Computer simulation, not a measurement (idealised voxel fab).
process module | voxel transistor to metal
cross-section cut | 175 nm wide | cells 5 nm
A cross-section is a grid of square cells, given in bands from the top down. A band is one or more rows of cells.
Each band's line starts with the height of the band's top and of its bottom, in nm. Then come its materials from left to right, each with its width in nm. One material with "throughout" fills the band from edge to edge. "air" is empty space.
Height 0 is the level under which the wafer as received is all one material. The lowest band goes on downwards, as in "0 down".
A width such as "30 to 40" changes by the same amount from each row of cells to the next, from the band's top row to its bottom row.
"no change" after a step means that no cell of the cross-section changed.
closed voids: empty space of 8 cells or more with no open way to the top, each as width x height at its distance from the left edge, in nm
after a step's settings: what the simulator itself notes on the step
overlay nm, on a step with a mask: how far to the right of its planned place the mask lay; to the left if negative
Each pair below shows a cross-section before one step and the cross-section after it, down to the lowest band that changed. The line under each pair gives the step between them, with its settings. The pairs can come from different runs of this module on the same starting wafer, so a pair continues from the pair above only where its "before" says so.
before
  115 to 100: aC 40 | air 20 | aC 55 | air 20 | aC 40
  100 to 85: lowk 40 | air 15 | aC 5 | lowk 55 | air 15 | aC 5 | lowk 40
  85 to 70: lowk 40 | air 15 | lowk 60 | air 15 | lowk 45
  70 to 65: SiCN throughout
  65 to 40: SiO2 40 | W 20 | SiO2 55 | W 20 | SiO2 40
  40 to 35: SiO2 40 | TiN 20 | SiO2 55 | TiN 20 | SiO2 40
  35 to 25: Ru 35 | TiN 5 | SiO2 20 | TiN 5 | Ru 45 | TiN 5 | SiO2 20 | TiN 5 | Ru 35
  25 to 20: Ru 35 | TiN 5 | SiO2 20 | TiN 55 | SiO2 20 | TiN 5 | Ru 35
  20 to 10: Ru 35 | TiN 5 | SiO2 20 | TiN 5 | SiN 10 | HfO2 5 | TiN 5 | W 5 | TiN 5 | HfO2 5 | SiN 10 | TiN 5 | SiO2 20 | TiN 5 | Ru 35
  10 to 5: Ru 25 | TiN 15 | SiO2 20 | TiN 5 | SiN 10 | HfO2 5 | TiN 5 | W 5 | TiN 5 | HfO2 5 | SiN 10 | TiN 5 | SiO2 20 | TiN 15 | Ru 25
  5 to 0: Ru 25 | TiN 5 | SiN 10 | SiO2 20 | TiN 5 | SiN 10 | HfO2 5 | TiN 5 | W 5 | TiN 5 | HfO2 5 | SiN 10 | TiN 5 | SiO2 20 | SiN 10 | TiN 5 | Ru 25
  0 to -5: Ru 25 | TiN 5 | SiN 10 | SiO2 15 | SiGe 10 | SiN 10 | HfO2 5 | TiN 15 | HfO2 5 | SiN 10 | SiGe 10 | SiO2 15 | SiN 10 | TiN 5 | Ru 25
  -5 to -10: TiN 30 | SiO2 25 | SiGe 10 | SiO2 5 | HfO2 35 | SiO2 5 | SiGe 10 | SiO2 25 | TiN 30
  -10 to -20: SiO2 40 | SiGe 25 | Si 45 | SiGe 25 | SiO2 40
  -20 to -40: SiO2 40 | Si 95 | SiO2 40
  -40 down: Si throughout
  closed voids: none
after
  115 to 100: aC 40 | air 20 | aC 55 | air 20 | aC 40
  100 to 85: lowk 40 | air 15 | aC 5 | lowk 55 | air 15 | aC 5 | lowk 40
  85 to 70: lowk 40 | air 15 | lowk 60 | air 15 | lowk 45
  70 to 65: SiCN 40 | air 15 | SiCN 60 | air 15 | SiCN 45
  below 65: unchanged
  closed voids: none
the step between: op DIRECTIONAL_ETCH | etch materials SiCN | depth nm 5
before: the cross-section after the pair above
after
  100 to 85: lowk 40 | air 20 | lowk 55 | air 20 | lowk 40
  below 85: unchanged
  closed voids: none
the step between: op STRIP | etch materials aC
before: the cross-section after the pair above
after
  105 to 100: TiN 45 | air 10 | TiN 65 | air 10 | TiN 45
  100 to 90: lowk 40 | TiN 5 | air 10 | TiN 5 | lowk 55 | TiN 5 | air 10 | TiN 5 | lowk 40
  90 to 85: lowk 40 | TiN 5 | air 5 | TiN 10 | lowk 55 | TiN 5 | air 5 | TiN 10 | lowk 40
  85 to 70: lowk 40 | TiN 5 | air 5 | TiN 5 | lowk 60 | TiN 5 | air 5 | TiN 5 | lowk 45
  70 to 65: SiCN 40 | TiN 15 | SiCN 60 | TiN 15 | SiCN 45
  below 65: unchanged
  closed voids: none
the step between: op CONFORMAL_DEP | material TiN | thk nm 5
before: the cross-section after the pair above
after
  110 to 105: Cu throughout
  105 to 100: TiN 45 | Cu 10 | TiN 65 | Cu 10 | TiN 45
  100 to 90: lowk 40 | TiN 5 | Cu 10 | TiN 5 | lowk 55 | TiN 5 | Cu 10 | TiN 5 | lowk 40
  90 to 85: lowk 40 | TiN 5 | Cu 5 | TiN 10 | lowk 55 | TiN 5 | Cu 5 | TiN 10 | lowk 40
  85 to 70: lowk 40 | TiN 5 | Cu 5 | TiN 5 | lowk 60 | TiN 5 | Cu 5 | TiN 5 | lowk 45
  below 70: unchanged
  closed voids: none
the step between: op FILL_DEP | material Cu | thk nm 5
before: the cross-section after the pair above
after
  100 to 90: lowk 40 | TiN 5 | Cu 10 | TiN 5 | lowk 55 | TiN 5 | Cu 10 | TiN 5 | lowk 40
  below 90: unchanged
  closed voids: none
the step between: op CMP | height nm 100
before: the cross-section after the pair above
after
  105 to 100: SiN throughout
  below 100: unchanged
  closed voids: none
the step between: op CONFORMAL_DEP | material SiN | thk nm 5
